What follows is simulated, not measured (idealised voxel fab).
Process module in this document: voxel self aligned vias
Square cells of 5 nm make up the cross-section cut, whose width is 300 nm.
In this document a cross-section is written as a grid of square cells. It is given as a series of bands, listed from the top down, and a band is one or more rows of cells.
Top, bottom (nm), then materials left to right with widths (nm); lone material tagged "edge to edge" fills the whole band edge to edge; "empty" = empty space.
We count height from 0. Below that, the starting wafer is all one material. The lowest band never ends at the bottom but goes on down; see "0 and below" for how that is written.
The two numbers in a width such as "30->40" mark its ends across the band: the first belongs to the top row of cells, the second to the bottom row, and from each row to the next the width moves by the same amount.
Any step labelled "left unchanged" changed none of the cells in the cross-section.
The list in "Unvented internal voids" covers empty spaces of 8 cells or more that cannot reach the top through any open way, and it gives each as width x height at distance; the distance is from the left edge, and width, height and distance are in nm.
after a step's settings: what the simulator itself notes on the step
The line of a step may include "overlay nm". On a step with a mask, this value is how far to the right of its planned place the mask lay. A negative value means the mask lay to the left.

-- Below is the list of planned process steps
1: RECEIVE | material Si
2: CONFORMAL_DEP | material SiO2 | thk nm 15
3: CONFORMAL_DEP | material SiCN | thk nm 5
4: DIRECTIONAL_DEP | material SiO2 | thk nm 25
5: PATTERN | tone open | mask id LINES | material resist | width nm 20 | pitch nm 60 | thk nm 15 | overlay nm 0
6: DIRECTIONAL_ETCH | etch materials SiO2 | depth nm 25
7: STRIP | etch materials resist
8: CONFORMAL_DEP | material TiN | thk nm 5
9: FILL_DEP | material W | thk nm 10
10: CMP | height nm 45
11: SELECTIVE_ETCH | etch materials W Ru TiN | depth nm 5
12: FILL_DEP | material SiN | thk nm 5
13: CMP | height nm 45
14: DIRECTIONAL_DEP | material SiO2 | thk nm 20
15: DIRECTIONAL_DEP | material aC | thk nm 10
16: PATTERN | tone open | mask id VIAS | material resist | width nm 40 | pitch nm 60 | thk nm 30 | overlay nm 0
17: DIRECTIONAL_ETCH | etch materials aC | depth nm 10
18: STRIP | etch materials resist
19: DIRECTIONAL_ETCH | etch materials SiO2 | depth nm 20
20: DIRECTIONAL_ETCH | etch materials SiN | depth nm 5
21: STRIP | etch materials aC
22: CONFORMAL_DEP | material TiN | thk nm 5
23: FILL_DEP | material Ru | thk nm 10
24: CMP | height nm 65
25: CONFORMAL_DEP | material SiN | thk nm 5

-- Of two wafers, the first: run according to plan

-- Cross-section of the wafer as it came to us, i.e., already through step 1
* 0 and below: Si edge to edge
* Unvented internal voids: none

-- Take a look at the wafer's cross-section after step 2
* 15 down to 0: SiO2 edge to edge
* Lower than 0, everything is as it was.

-- Take a look at the wafer's cross-section after step 3
* 20 down to 15: SiCN edge to edge
* Lower than 15, everything is as it was.

-- Take a look at the wafer's cross-section after step 4
* 45 down to 20: SiO2 edge to edge
* Lower than 20, everything is as it was.

-- Take a look at the wafer's cross-section after step 5
* 60 down to 45: resist (80) / empty (20) / resist (40) / empty (20) / resist (40) / empty (20) / resist (80)
* Lower than 45, everything is as it was.

-- Take a look at the wafer's cross-section after step 6
* 60 down to 45: resist (80) / empty (20) / resist (40) / empty (20) / resist (40) / empty (20) / resist (80)
* 45 down to 20: SiO2 (80) / empty (20) / SiO2 (40) / empty (20) / SiO2 (40) / empty (20) / SiO2 (80)
* Lower than 20, everything is as it was.

-- Take a look at the wafer's cross-section after step 7
* 45 down to 20: SiO2 (80) / empty (20) / SiO2 (40) / empty (20) / SiO2 (40) / empty (20) / SiO2 (80)
* Lower than 20, everything is as it was.

-- Take a look at the wafer's cross-section after step 8
* 50 down to 45: TiN (85) / empty (10) / TiN (50) / empty (10) / TiN (50) / empty (10) / TiN (85)
* 45 down to 25: SiO2 (80) / TiN (5) / empty (10) / TiN (5) / SiO2 (40) / TiN (5) / empty (10) / TiN (5) / SiO2 (40) / TiN (5) / empty (10) / TiN (5) / SiO2 (80)
* 25 down to 20: SiO2 (80) / TiN (20) / SiO2 (40) / TiN (20) / SiO2 (40) / TiN (20) / SiO2 (80)
* Lower than 20, everything is as it was.

-- Take a look at the wafer's cross-section after step 9
* 60 down to 50: W edge to edge
* 50 down to 45: TiN (85) / W (10) / TiN (50) / W (10) / TiN (50) / W (10) / TiN (85)
* 45 down to 25: SiO2 (80) / TiN (5) / W (10) / TiN (5) / SiO2 (40) / TiN (5) / W (10) / TiN (5) / SiO2 (40) / TiN (5) / W (10) / TiN (5) / SiO2 (80)
* Lower than 25, everything is as it was.

-- Take a look at the wafer's cross-section after step 10
* 45 down to 25: SiO2 (80) / TiN (5) / W (10) / TiN (5) / SiO2 (40) / TiN (5) / W (10) / TiN (5) / SiO2 (40) / TiN (5) / W (10) / TiN (5) / SiO2 (80)
* Lower than 25, everything is as it was.

-- Take a look at the wafer's cross-section after step 11
* 45 down to 40: SiO2 (80) / empty (20) / SiO2 (40) / empty (20) / SiO2 (40) / empty (20) / SiO2 (80)
* Lower than 40, everything is as it was.

-- Take a look at the wafer's cross-section after step 12
* 50 down to 45: SiN edge to edge
* 45 down to 40: SiO2 (80) / SiN (20) / SiO2 (40) / SiN (20) / SiO2 (40) / SiN (20) / SiO2 (80)
* Lower than 40, everything is as it was.

-- Take a look at the wafer's cross-section after step 13
* 45 down to 40: SiO2 (80) / SiN (20) / SiO2 (40) / SiN (20) / SiO2 (40) / SiN (20) / SiO2 (80)
* Lower than 40, everything is as it was.

-- Take a look at the wafer's cross-section after step 14
* 65 down to 45: SiO2 edge to edge
* Lower than 45, everything is as it was.

-- Take a look at the wafer's cross-section after step 15
* 75 down to 65: aC edge to edge
* Lower than 65, everything is as it was.

-- Take a look at the wafer's cross-section after step 16
* 105 down to 75: resist (70) / empty (40) / resist (20) / empty (40) / resist (20) / empty (40) / resist (70)
* Lower than 75, everything is as it was.

-- Take a look at the wafer's cross-section after step 17
* 95 down to 75: resist (70) / empty (40) / resist (20) / empty (40) / resist (20) / empty (40) / resist (70)
* 75 down to 65: aC (70) / empty (40) / aC (20) / empty (40) / aC (20) / empty (40) / aC (70)
* Lower than 65, everything is as it was.

-- Take a look at the wafer's cross-section after step 18
* 75 down to 65: aC (70) / empty (40) / aC (20) / empty (40) / aC (20) / empty (40) / aC (70)
* Lower than 65, everything is as it was.

-- Take a look at the wafer's cross-section after step 19
* 75 down to 65: aC (70) / empty (40) / aC (20) / empty (40) / aC (20) / empty (40) / aC (70)
* 65 down to 45: SiO2 (70) / empty (40) / SiO2 (20) / empty (40) / SiO2 (20) / empty (40) / SiO2 (70)
* Lower than 45, everything is as it was.

-- Take a look at the wafer's cross-section after step 20
* 75 down to 65: aC (70) / empty (40) / aC (20) / empty (40) / aC (20) / empty (40) / aC (70)
* 65 down to 45: SiO2 (70) / empty (40) / SiO2 (20) / empty (40) / SiO2 (20) / empty (40) / SiO2 (70)
* 45 down to 40: SiO2 (80) / empty (20) / SiO2 (40) / empty (20) / SiO2 (40) / empty (20) / SiO2 (80)
* Lower than 40, everything is as it was.

-- Take a look at the wafer's cross-section after step 21
* 65 down to 45: SiO2 (70) / empty (40) / SiO2 (20) / empty (40) / SiO2 (20) / empty (40) / SiO2 (70)
* Lower than 45, everything is as it was.

-- Take a look at the wafer's cross-section after step 22
* 70 down to 65: TiN (75) / empty (30) / TiN (30) / empty (30) / TiN (30) / empty (30) / TiN (75)
* 65 down to 50: SiO2 (70) / TiN (5) / empty (30) / TiN (5) / SiO2 (20) / TiN (5) / empty (30) / TiN (5) / SiO2 (20) / TiN (5) / empty (30) / TiN (5) / SiO2 (70)
* 50 down to 45: SiO2 (70) / TiN (15) / empty (10) / TiN (15) / SiO2 (20) / TiN (15) / empty (10) / TiN (15) / SiO2 (20) / TiN (15) / empty (10) / TiN (15) / SiO2 (70)
* 45 down to 40: SiO2 (80) / TiN (20) / SiO2 (40) / TiN (20) / SiO2 (40) / TiN (20) / SiO2 (80)
* Lower than 40, everything is as it was.

-- Take a look at the wafer's cross-section after step 23
* 80 down to 70: Ru edge to edge
* 70 down to 65: TiN (75) / Ru (30) / TiN (30) / Ru (30) / TiN (30) / Ru (30) / TiN (75)
* 65 down to 50: SiO2 (70) / TiN (5) / Ru (30) / TiN (5) / SiO2 (20) / TiN (5) / Ru (30) / TiN (5) / SiO2 (20) / TiN (5) / Ru (30) / TiN (5) / SiO2 (70)
* 50 down to 45: SiO2 (70) / TiN (15) / Ru (10) / TiN (15) / SiO2 (20) / TiN (15) / Ru (10) / TiN (15) / SiO2 (20) / TiN (15) / Ru (10) / TiN (15) / SiO2 (70)
* Lower than 45, everything is as it was.

-- Take a look at the wafer's cross-section after step 24
* 65 down to 50: SiO2 (70) / TiN (5) / Ru (30) / TiN (5) / SiO2 (20) / TiN (5) / Ru (30) / TiN (5) / SiO2 (20) / TiN (5) / Ru (30) / TiN (5) / SiO2 (70)
* Lower than 50, everything is as it was.

-- Take a look at the wafer's cross-section after step 25
* 70 down to 65: SiN edge to edge
* Lower than 65, everything is as it was.

-- Second wafer. Start and plan as for the first. One mistake made in running. Agrees with the first up to and including step 9

-- Here is the second wafer in cross-section at the point where step 10 of the plan should have been done
* 40 down to 25: SiO2 (80) / TiN (5) / W (10) / TiN (5) / SiO2 (40) / TiN (5) / W (10) / TiN (5) / SiO2 (40) / TiN (5) / W (10) / TiN (5) / SiO2 (80)
* Lower than 25, everything is as it was.

-- Here is the second wafer in cross-section at the point where step 11 of the plan should have been done
* 40 down to 35: SiO2 (80) / empty (20) / SiO2 (40) / empty (20) / SiO2 (40) / empty (20) / SiO2 (80)
* Lower than 35, everything is as it was.

-- Here is the second wafer in cross-section at the point where step 12 of the plan should have been done
* 45 down to 40: SiN edge to edge
* 40 down to 35: SiO2 (80) / SiN (20) / SiO2 (40) / SiN (20) / SiO2 (40) / SiN (20) / SiO2 (80)
* Lower than 35, everything is as it was.

Here is the second wafer in cross-section at the point where step 13 of the plan should have been done: left unchanged

-- Here is the second wafer in cross-section at the point where step 14 of the plan should have been done
* 65 down to 45: SiO2 edge to edge
* Lower than 45, everything is as it was.

-- Here is the second wafer in cross-section at the point where step 15 of the plan should have been done
* 75 down to 65: aC edge to edge
* Lower than 65, everything is as it was.

-- Here is the second wafer in cross-section at the point where step 16 of the plan should have been done
* 105 down to 75: resist (70) / empty (40) / resist (20) / empty (40) / resist (20) / empty (40) / resist (70)
* Lower than 75, everything is as it was.

-- Here is the second wafer in cross-section at the point where step 17 of the plan should have been done
* 95 down to 75: resist (70) / empty (40) / resist (20) / empty (40) / resist (20) / empty (40) / resist (70)
* 75 down to 65: aC (70) / empty (40) / aC (20) / empty (40) / aC (20) / empty (40) / aC (70)
* Lower than 65, everything is as it was.

-- Here is the second wafer in cross-section at the point where step 18 of the plan should have been done
* 75 down to 65: aC (70) / empty (40) / aC (20) / empty (40) / aC (20) / empty (40) / aC (70)
* Lower than 65, everything is as it was.

-- Here is the second wafer in cross-section at the point where step 19 of the plan should have been done
* 75 down to 65: aC (70) / empty (40) / aC (20) / empty (40) / aC (20) / empty (40) / aC (70)
* 65 down to 45: SiO2 (70) / empty (40) / SiO2 (20) / empty (40) / SiO2 (20) / empty (40) / SiO2 (70)
* Lower than 45, everything is as it was.

-- Here is the second wafer in cross-section at the point where step 20 of the plan should have been done
* 75 down to 65: aC (70) / empty (40) / aC (20) / empty (40) / aC (20) / empty (40) / aC (70)
* 65 down to 45: SiO2 (70) / empty (40) / SiO2 (20) / empty (40) / SiO2 (20) / empty (40) / SiO2 (70)
* 45 down to 40: SiN (70) / empty (40) / SiN (20) / empty (40) / SiN (20) / empty (40) / SiN (70)
* Lower than 40, everything is as it was.

-- Here is the second wafer in cross-section at the point where step 21 of the plan should have been done
* 65 down to 45: SiO2 (70) / empty (40) / SiO2 (20) / empty (40) / SiO2 (20) / empty (40) / SiO2 (70)
* Lower than 45, everything is as it was.

-- Here is the second wafer in cross-section at the point where step 22 of the plan should have been done
* 70 down to 65: TiN (75) / empty (30) / TiN (30) / empty (30) / TiN (30) / empty (30) / TiN (75)
* 65 down to 45: SiO2 (70) / TiN (5) / empty (30) / TiN (5) / SiO2 (20) / TiN (5) / empty (30) / TiN (5) / SiO2 (20) / TiN (5) / empty (30) / TiN (5) / SiO2 (70)
* 45 down to 40: SiN (70) / TiN (40) / SiN (20) / TiN (40) / SiN (20) / TiN (40) / SiN (70)
* Lower than 40, everything is as it was.

-- Here is the second wafer in cross-section at the point where step 23 of the plan should have been done
* 80 down to 70: Ru edge to edge
* 70 down to 65: TiN (75) / Ru (30) / TiN (30) / Ru (30) / TiN (30) / Ru (30) / TiN (75)
* 65 down to 45: SiO2 (70) / TiN (5) / Ru (30) / TiN (5) / SiO2 (20) / TiN (5) / Ru (30) / TiN (5) / SiO2 (20) / TiN (5) / Ru (30) / TiN (5) / SiO2 (70)
* Lower than 45, everything is as it was.

-- Here is the second wafer in cross-section at the point where step 24 of the plan should have been done
* 65 down to 45: SiO2 (70) / TiN (5) / Ru (30) / TiN (5) / SiO2 (20) / TiN (5) / Ru (30) / TiN (5) / SiO2 (20) / TiN (5) / Ru (30) / TiN (5) / SiO2 (70)
* Lower than 45, everything is as it was.

-- Here is the second wafer in cross-section at the point where step 25 of the plan should have been done
* 70 down to 65: SiN edge to edge
* Lower than 65, everything is as it was.
Misprocessing identified: step 10 ran differently from the plan; actual operation with settings: CMP | height nm 40
End of process, cell counts, second wafer against first, materials with more or fewer: Ru: 12 more | SiN: 48 more | SiO2: 48 fewer | TiN: 6 fewer | W: 6 fewer
